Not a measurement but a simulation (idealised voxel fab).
process module | voxel wiring stack
cross-section cut | 235 nm wide | cells 5 nm
A cross-section is a grid of square cells, given in bands from the top down. A band is one or more rows of cells.
Each band's line starts with the height of the band's top and of its bottom, in nm. Then come its materials from left to right, each with its width in nm. One material with "throughout" fills the band from edge to edge. "air" is empty space.
Height 0 is the level under which the wafer as received is all one material. The lowest band goes on downwards, as in "0 down".
A width such as "30 to 40" changes by the same amount from each row of cells to the next, from the band's top row to its bottom row.
"no change" after a step means that no cell of the cross-section changed.
closed voids: empty space of 8 cells or more with no open way to the top, each as width x height at its distance from the left edge, in nm
after a step's settings: what the simulator itself notes on the step
overlay nm, on a step with a mask: how far to the right of its planned place the mask lay; to the left if negative
plan
1 op RECEIVE | material Si
2 op CONFORMAL_DEP | material SiO2 | thk nm 10
3 op DIRECTIONAL_DEP | material TiN | thk nm 5
4 op DIRECTIONAL_DEP | material W | thk nm 20
5 op PATTERN | tone cover | mask id METAL_1 | material resist | width nm 20 | pitch nm 40 | thk nm 20 | overlay nm 0
6 op DIRECTIONAL_ETCH | etch materials W | depth nm 20
7 op DIRECTIONAL_ETCH | etch materials TiN | depth nm 5
8 op STRIP | etch materials resist
9 op FILL_DEP | material lowk | thk nm 5
10 op CMP | height nm 35
11 op CONFORMAL_DEP | material SiCN | thk nm 5
12 op DIRECTIONAL_DEP | material lowk | thk nm 30
13 op PATTERN | tone open | mask id METAL_2 | material resist | width nm 20 | pitch nm 40 | thk nm 20 | overlay nm 0
14 op DIRECTIONAL_ETCH | etch materials lowk | depth nm 20
15 op STRIP | etch materials resist
16 op MASKED_ETCH | tone open | mask id METAL_2_HOLES | width nm 15 | etch materials lowk | depth nm 10 | overlay nm 0
17 op MASKED_ETCH | tone open | mask id METAL_2_HOLES | width nm 15 | etch materials SiCN | depth nm 5 | overlay nm 0
18 op CONFORMAL_DEP | material TiN | thk nm 5
19 op FILL_DEP | material Cu | thk nm 5
20 op CMP | height nm 70
21 op CONFORMAL_DEP | material SiCN | thk nm 5
22 op DIRECTIONAL_DEP | material lowk | thk nm 35
23 op DIRECTIONAL_DEP | material aC | thk nm 10
24 op PATTERN | tone open | mask id METAL_3 | material resist | width nm 15 | pitch nm 40 | thk nm 30 | overlay nm 0
25 op DIRECTIONAL_ETCH | etch materials aC | depth nm 10
26 op STRIP | etch materials resist
27 op DIRECTIONAL_ETCH | etch materials lowk | depth nm 20
28 op STRIP | etch materials aC
29 op DIRECTIONAL_DEP | material aC | thk nm 15
30 op PATTERN | tone open | mask id METAL_3_HOLES | material resist | width nm 15 | thk nm 35 | overlay nm 0
31 op DIRECTIONAL_ETCH | etch materials aC | depth nm 15
32 op STRIP | etch materials resist
33 op DIRECTIONAL_ETCH | etch materials lowk | depth nm 15
34 op DIRECTIONAL_ETCH | etch materials SiCN | depth nm 5
35 op STRIP | etch materials aC
36 op CONFORMAL_DEP | material TiN | thk nm 5
37 op FILL_DEP | material Cu | thk nm 5
38 op CMP | height nm 110
39 op CONFORMAL_DEP | material SiCN | thk nm 5
40 op DIRECTIONAL_DEP | material lowk | thk nm 10
41 op MASKED_ETCH | tone open | mask id PLUG_3 | width nm 15 | pitch nm 40 | etch materials lowk | depth nm 10 | overlay nm 0
42 op MASKED_ETCH | tone open | mask id PLUG_3 | width nm 15 | pitch nm 40 | etch materials SiCN | depth nm 5 | overlay nm 0
43 op EPI | material Ru | thk nm 10
44 op EPI | material Ru | thk nm 5
45 op CONFORMAL_DEP | material SiN | thk nm 5
46 op DIRECTIONAL_DEP | material lowk | thk nm 20
47 op MASKED_ETCH | tone open | mask id METAL_4 | width nm 20 | pitch nm 40 | etch materials lowk | depth nm 20 | overlay nm 0
48 op MASKED_ETCH | tone open | mask id METAL_4 | width nm 20 | pitch nm 40 | etch materials SiN | depth nm 5 | overlay nm 0
49 op CONFORMAL_DEP | material TiN | thk nm 5
50 op FILL_DEP | material Ru | thk nm 5
51 op CMP | height nm 150
52 op EPI | material Ru | thk nm 5
53 op FILL_DEP | material SiCN | thk nm 5
varied across the wafers: width nm of step 24. The plan shows the first wafer's value. All wafers start alike
first wafer as received, after step 1
  0 down: Si throughout
  closed voids: none
each wafer at the end: cells of each material gained (+) or lost (-) since it was received, then its closed voids
width nm 15 | +23 Cu | +46 Ru | +212 SiCN | +39 SiN | +94 SiO2 | +85 TiN | +32 W | +973 lowk | closed voids: none
width nm 20 | +31 Cu | +46 Ru | +211 SiCN | +39 SiN | +94 SiO2 | +86 TiN | +32 W | +965 lowk | closed voids: none
width nm 25 | +37 Cu | +46 Ru | +211 SiCN | +39 SiN | +94 SiO2 | +88 TiN | +32 W | +957 lowk | closed voids: none
